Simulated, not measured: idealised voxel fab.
Proc. module: voxel transistor to metal
180 nm wide, 5 nm square cells: that's cross-section cut.
Format of a cross-section: grid, square cells. Given as bands. Order: top down. Band: one or more rows of cells.
Top height, bottom height, nm. Materials left to right, width each, nm. Single material + "throughout" = fills band edge to edge. "blank" = empty.
For the purposes of this specification, 0 denotes the height below which the wafer in its as-received condition is composed wholly of one material, and the lowermost band, lacking a lower limit, extends downward without end, as expressed in "z 0 and below".
The notation "30->40" denotes a width that varies across the rows of cells in the band, beginning at the first number in the top row, finishing at the second number in the bottom row, and changing by an identical amount from each row to the next.
"no modification" -> step changed no cross-section cell.
For the entry "Sealed void list", the listed items are empty spaces with no open way to the top whose size is 8 cells or more; each item follows the pattern width x height at distance, where distance is from the left edge and all three are in nm.
Heads up: the bit after the settings on a step's line is the simulator's remark on that step.
"overlay nm", when on a step's line for a step with a mask, measures how far to the right of its planned place the mask lay; a negative measure means to the left.

Planned step list for the process
1: RECEIVE,material Si
2: CONFORMAL_DEP,material SiO2,thk nm 5
3: CONFORMAL_DEP,material SiN,thk nm 10
4: MASKED_ETCH,tone cover,mask id ACTIVE,width nm 95,etch materials SiN,depth nm 10,overlay nm 0
5: MASKED_ETCH,tone cover,mask id ACTIVE,width nm 95,etch materials SiO2,depth nm 5,overlay nm 0
6: MASKED_ETCH,tone cover,mask id ACTIVE,width nm 95,etch materials Si,depth nm 35,overlay nm 0
7: OXIDIZE,depth nm 5
8: FILL_DEP,material SiO2,thk nm 10
9: CMP,height nm 15
10: SELECTIVE_ETCH,etch materials SiO2,depth nm 10
11: STRIP,etch materials SiN
12: SELECTIVE_ETCH,etch materials SiO2,depth nm 5
13: OXIDIZE,depth nm 5
14: DIRECTIONAL_DEP,material polySi,thk nm 30
15: DIRECTIONAL_DEP,material SiCN,thk nm 15
16: PATTERN,tone cover,mask id GATE,material resist,width nm 25,thk nm 15,overlay nm 0
17: DIRECTIONAL_ETCH,etch materials SiCN,depth nm 25
18: DIRECTIONAL_ETCH,etch materials polySi,depth nm 40
19: STRIP,etch materials resist
20: CONFORMAL_DEP,material SiN,thk nm 5
21: DIRECTIONAL_ETCH,etch materials SiN,depth nm 5
22: DIRECTIONAL_ETCH,etch materials SiO2,depth nm 5
23: EPI,material SiGe,thk nm 5
24: FILL_DEP,material SiO2,thk nm 5
25: CMP,height nm 30
26: STRIP,etch materials polySi
27: SELECTIVE_ETCH,etch materials SiO2,depth nm 5
28: CONFORMAL_DEP,material HfO2,thk nm 5
29: CONFORMAL_DEP,material TiN,thk nm 5
30: FILL_DEP,material W,thk nm 10
31: CMP,height nm 25
32: DIRECTIONAL_DEP,material SiO2,thk nm 15
33: PATTERN,tone open,mask id CONTACT,material resist,width nm 15,pitch nm 70,thk nm 15,overlay nm 0
34: DIRECTIONAL_ETCH,etch materials SiO2,depth nm 40
35: STRIP,etch materials resist
36: CONFORMAL_DEP,material TiN,thk nm 5
37: FILL_DEP,material Ru,thk nm 10
38: CMP,height nm 40
39: CONFORMAL_DEP,material SiN,thk nm 5
40: DIRECTIONAL_DEP,material SiO2,thk nm 25
41: PATTERN,tone open,mask id METAL_1,material resist,width nm 15,pitch nm 70,thk nm 15,overlay nm 0
42: DIRECTIONAL_ETCH,etch materials SiO2,depth nm 25
43: DIRECTIONAL_ETCH,etch materials SiN,depth nm 5
44: STRIP,etch materials resist
45: CONFORMAL_DEP,material TiN,thk nm 5
46: FILL_DEP,material Cu,thk nm 10
47: CMP,height nm 70
48: CONFORMAL_DEP,material SiCN,thk nm 5
49: DIRECTIONAL_DEP,material SiO2,thk nm 30
50: DIRECTIONAL_DEP,material aC,thk nm 10
51: PATTERN,tone open,mask id METAL_2,material resist,width nm 15,pitch nm 70,thk nm 25,overlay nm 0
52: DIRECTIONAL_ETCH,etch materials aC,depth nm 10
53: STRIP,etch materials resist
54: DIRECTIONAL_ETCH,etch materials SiO2,depth nm 15
55: STRIP,etch materials aC
56: DIRECTIONAL_DEP,material aC,thk nm 15
57: PATTERN,tone open,mask id METAL_2_HOLES,material resist,width nm 15,pitch nm 70,thk nm 30,overlay nm 0
58: DIRECTIONAL_ETCH,etch materials aC,depth nm 15
59: STRIP,etch materials resist
60: DIRECTIONAL_ETCH,etch materials SiO2,depth nm 15
61: DIRECTIONAL_ETCH,etch materials SiCN,depth nm 5
62: STRIP,etch materials aC
63: CONFORMAL_DEP,material TiN,thk nm 5
64: FILL_DEP,material Cu,thk nm 10
65: CMP,height nm 105
66: CONFORMAL_DEP,material SiCN,thk nm 5
It is noted that the wafers described herein are identical at the outset and are distinguished by the thk nm of step 36; the value stated in the plan corresponds to the first wafer.

First wafer as received, after step 1
	z 0 and below  Si throughout
	Sealed void list: none

After the module's final step, step 66: the first of several wafers in cross-section
	z 110 to 105  SiCN throughout
	z 105 to 75  SiO2 45  TiN 5  Cu 5  TiN 5  SiO2 55  TiN 5  Cu 5  TiN 5  SiO2 50
	z 75 to 70  SiCN 45  TiN 15  SiCN 55  TiN 15  SiCN 50
	z 70 to 45  SiO2 45  TiN 5  Cu 5  TiN 5  SiO2 55  TiN 5  Cu 5  TiN 5  SiO2 50
	z 45 to 40  SiN 45  TiN 15  SiN 55  TiN 15  SiN 50
	z 40 to 25  SiO2 45  TiN 5  Ru 5  TiN 5  SiO2 55  TiN 5  Ru 5  TiN 5  SiO2 50
	z 25 to 5  SiO2 45  TiN 5  Ru 5  TiN 5  SiO2 10  SiN 5  HfO2 5  TiN 5  W 5  TiN 5  HfO2 5  SiN 5  SiO2 10  TiN 5  Ru 5  TiN 5  SiO2 50
	z 5 to 0  SiO2 45  TiN 15  SiO2 10  SiN 5  HfO2 5  TiN 15  HfO2 5  SiN 5  SiO2 10  TiN 15  SiO2 50
	z 0 to -5  SiO2 40  SiGe 30  HfO2 35  SiGe 30  SiO2 45
	z -5 to -40  SiO2 45  Si 85  SiO2 50
	z -40 and below  Si throughout
	Sealed void list: none

X-section, last wafer, module end
	z 110 to 105  SiCN throughout
	z 105 to 75  SiO2 45  TiN 5  Cu 5  TiN 5  SiO2 55  TiN 5  Cu 5  TiN 5  SiO2 50
	z 75 to 70  SiCN 45  TiN 15  SiCN 55  TiN 15  SiCN 50
	z 70 to 45  SiO2 45  TiN 5  Cu 5  TiN 5  SiO2 55  TiN 5  Cu 5  TiN 5  SiO2 50
	z 45 to 40  SiN 45  TiN 15  SiN 55  TiN 15  SiN 50
	z 40 to 25  SiO2 45  TiN 15  SiO2 55  TiN 15  SiO2 50
	z 25 to 5  SiO2 45  TiN 15  SiO2 10  SiN 5  HfO2 5  TiN 5  W 5  TiN 5  HfO2 5  SiN 5  SiO2 10  TiN 15  SiO2 50
	z 5 to 0  SiO2 45  TiN 15  SiO2 10  SiN 5  HfO2 5  TiN 15  HfO2 5  SiN 5  SiO2 10  TiN 15  SiO2 50
	z 0 to -5  SiO2 40  SiGe 30  HfO2 35  SiGe 30  SiO2 45
	z -5 to -40  SiO2 45  Si 85  SiO2 50
	z -40 and below  Si throughout
	Sealed void list: none

For your reference, the table is organized with a row per wafer; each row reflects the wafer at the end of the module, indicating for each material the cells gained (+) or lost (-) since receipt, and thereafter its closed voids
thk nm 5 | +22 Cu | +17 HfO2 | +14 Ru | -169 Si | +66 SiCN | +12 SiGe | +40 SiN | +685 SiO2 | +101 TiN | +4 W | Sealed void list: none
thk nm 10 | +22 Cu | +17 HfO2 | -169 Si | +66 SiCN | +12 SiGe | +40 SiN | +685 SiO2 | +115 TiN | +4 W | Sealed void list: none
thk nm 15 | +22 Cu | +17 HfO2 | -169 Si | +66 SiCN | +12 SiGe | +40 SiN | +685 SiO2 | +115 TiN | +4 W | Sealed void list: none
thk nm 20 | +22 Cu | +17 HfO2 | -169 Si | +66 SiCN | +12 SiGe | +40 SiN | +685 SiO2 | +115 TiN | +4 W | Sealed void list: none
